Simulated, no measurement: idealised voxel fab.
The following process module bears the name voxel wiring stack.
In the cross-section labelled cut, the width is 200 nm and each square cell is 5 nm.
A cross-section is written here as square cells arranged in a grid, and it is given in bands from the top down, each band taking up one or more rows of cells.
Heads up on the band format: heights come first, top then bottom, in nm. After that it's the materials left to right, each with its width in nm. A single material flagged "all across" fills the whole band edge to edge, and "empty" means there's empty space there.
Height datum 0, below which the as-received substrate wafer is one material. Lowest band open at the bottom, running downward: "0 and below".
The width entry "30 to 40" should be interpreted row by row: the top row of cells in the band takes the first number, the bottom row takes the second number, and the change between adjacent rows is uniform throughout.
You'll sometimes find "left unchanged" written for a step, and that's the way of saying that nowhere in the cross-section did a cell change during that step.
"Enclosed voids" contains a list of empty spaces, each no smaller than 8 cells and without an open way to the top, written in the form width x height at distance with the distance from the left edge and all three in nm.
What comes after the settings on a step's line is commentary from the simulator itself on that step.
Among the settings permitted on a step's line is "overlay nm"; applied to a step with a mask, it specifies the extent to which the mask lay to the right of its planned position, whereas a negative figure signifies a position to the left.

The steps planned for the process are as follows:
step 1: RECEIVE | material Si
step 2: CONFORMAL_DEP | material SiO2 | thk nm 10
step 3: DIRECTIONAL_DEP | material TiN | thk nm 5
step 4: DIRECTIONAL_DEP | material W | thk nm 15
step 5: DIRECTIONAL_DEP | material aC | thk nm 10
step 6: PATTERN | tone cover | mask id METAL_1 | material resist | width nm 30 | pitch nm 60 | thk nm 25 | overlay nm 0
step 7: DIRECTIONAL_ETCH | etch materials aC | depth nm 10
step 8: STRIP | etch materials resist
step 9: DIRECTIONAL_ETCH | etch materials W | depth nm 15
step 10: DIRECTIONAL_ETCH | etch materials TiN | depth nm 5
step 11: STRIP | etch materials aC
step 12: FILL_DEP | material lowk | thk nm 10
step 13: CMP | height nm 30
step 14: CONFORMAL_DEP | material SiCN | thk nm 5
step 15: DIRECTIONAL_DEP | material SiO2 | thk nm 30
step 16: MASKED_ETCH | tone open | mask id METAL_2_HOLES | width nm 15 | pitch nm 120 | etch materials SiO2 | depth nm 30 | overlay nm 0
step 17: MASKED_ETCH | tone open | mask id METAL_2 | width nm 30 | pitch nm 60 | etch materials SiO2 | depth nm 15 | overlay nm 0
step 18: MASKED_ETCH | tone open | mask id METAL_2 | width nm 30 | pitch nm 60 | etch materials SiCN | depth nm 5 | overlay nm 0
step 19: CONFORMAL_DEP | material TiN | thk nm 5
step 20: FILL_DEP | material Ru | thk nm 5
step 21: CMP | height nm 65
step 22: CONFORMAL_DEP | material SiCN | thk nm 5
step 23: DIRECTIONAL_DEP | material SiO2 | thk nm 15
step 24: MASKED_ETCH | tone open | mask id PLUG_2 | width nm 15 | pitch nm 60 | etch materials SiO2 | depth nm 15 | overlay nm 0
step 25: MASKED_ETCH | tone open | mask id PLUG_2 | width nm 15 | pitch nm 60 | etch materials SiCN | depth nm 5 | overlay nm 0
step 26: EPI | material Ru | thk nm 10
step 27: EPI | material Ru | thk nm 10
step 28: CONFORMAL_DEP | material SiN | thk nm 5
step 29: DIRECTIONAL_DEP | material SiO2 | thk nm 25
step 30: PATTERN | tone open | mask id METAL_3 | material resist | width nm 30 | pitch nm 60 | thk nm 20 | overlay nm 0
step 31: DIRECTIONAL_ETCH | etch materials SiO2 | depth nm 25
step 32: DIRECTIONAL_ETCH | etch materials SiN | depth nm 5
step 33: STRIP | etch materials resist
step 34: CONFORMAL_DEP | material TiN | thk nm 5
step 35: FILL_DEP | material Ru | thk nm 5
step 36: CMP | height nm 115
step 37: CONFORMAL_DEP | material SiN | thk nm 5

Cross-section: wafer on arrival = after step 1:
> 0 and below = Si all across
> Enclosed voids: none

Look at the cross-section after the module: the wafer started out the way shown above and the plan was the one shown above, yet one mistake was made along the way:
> 120 down to 115 = SiN all across
> 115 down to 90 = SiO2: 25 / TiN: 5 / Ru: 20 / TiN: 5 / SiO2: 30 / TiN: 5 / Ru: 20 / TiN: 5 / SiO2: 30 / TiN: 5 / Ru: 20 / TiN: 5 / SiO2: 25
> 90 down to 85 = SiN: 25 / TiN: 30 / SiN: 30 / TiN: 30 / SiN: 30 / TiN: 30 / SiN: 25
> 85 down to 70 = SiO2: 15 / Ru: 15 / SiO2: 45 / Ru: 15 / SiO2: 45 / Ru: 15 / SiO2: 50
> 70 down to 65 = SiCN: 25 / Ru: 5 / SiCN: 55 / Ru: 5 / SiCN: 55 / Ru: 5 / SiCN: 50
> 65 down to 55 = SiO2: 25 / TiN: 5 / Ru: 20 / TiN: 5 / SiO2: 30 / TiN: 5 / Ru: 20 / TiN: 5 / SiO2: 30 / TiN: 5 / Ru: 20 / TiN: 5 / SiO2: 25
> 55 down to 50 = SiO2: 25 / TiN: 5 / Ru: 5 / TiN: 20 / SiO2: 30 / TiN: 30 / SiO2: 30 / TiN: 5 / Ru: 5 / TiN: 20 / SiO2: 25
> 50 down to 35 = SiO2: 25 / TiN: 5 / Ru: 5 / TiN: 5 / SiO2: 105 / TiN: 5 / Ru: 5 / TiN: 5 / SiO2: 40
> 35 down to 30 = SiCN: 25 / TiN: 15 / SiCN: 105 / TiN: 15 / SiCN: 40
> 30 down to 15 = lowk: 25 / W: 30 / lowk: 30 / W: 30 / lowk: 30 / W: 30 / lowk: 25
> 15 down to 10 = lowk: 25 / TiN: 30 / lowk: 30 / TiN: 30 / lowk: 30 / TiN: 30 / lowk: 25
> 10 down to 0 = SiO2 all across
> 0 and below = Si all across
> Enclosed voids: none
Where did the run depart from the plan? step 24 was run on a setting that differed from the plan, and what really ran there is MASKED_ETCH | tone open | mask id PLUG_2 | width nm 15 | pitch nm 60 | etch materials SiO2 | depth nm 15 | overlay nm -10
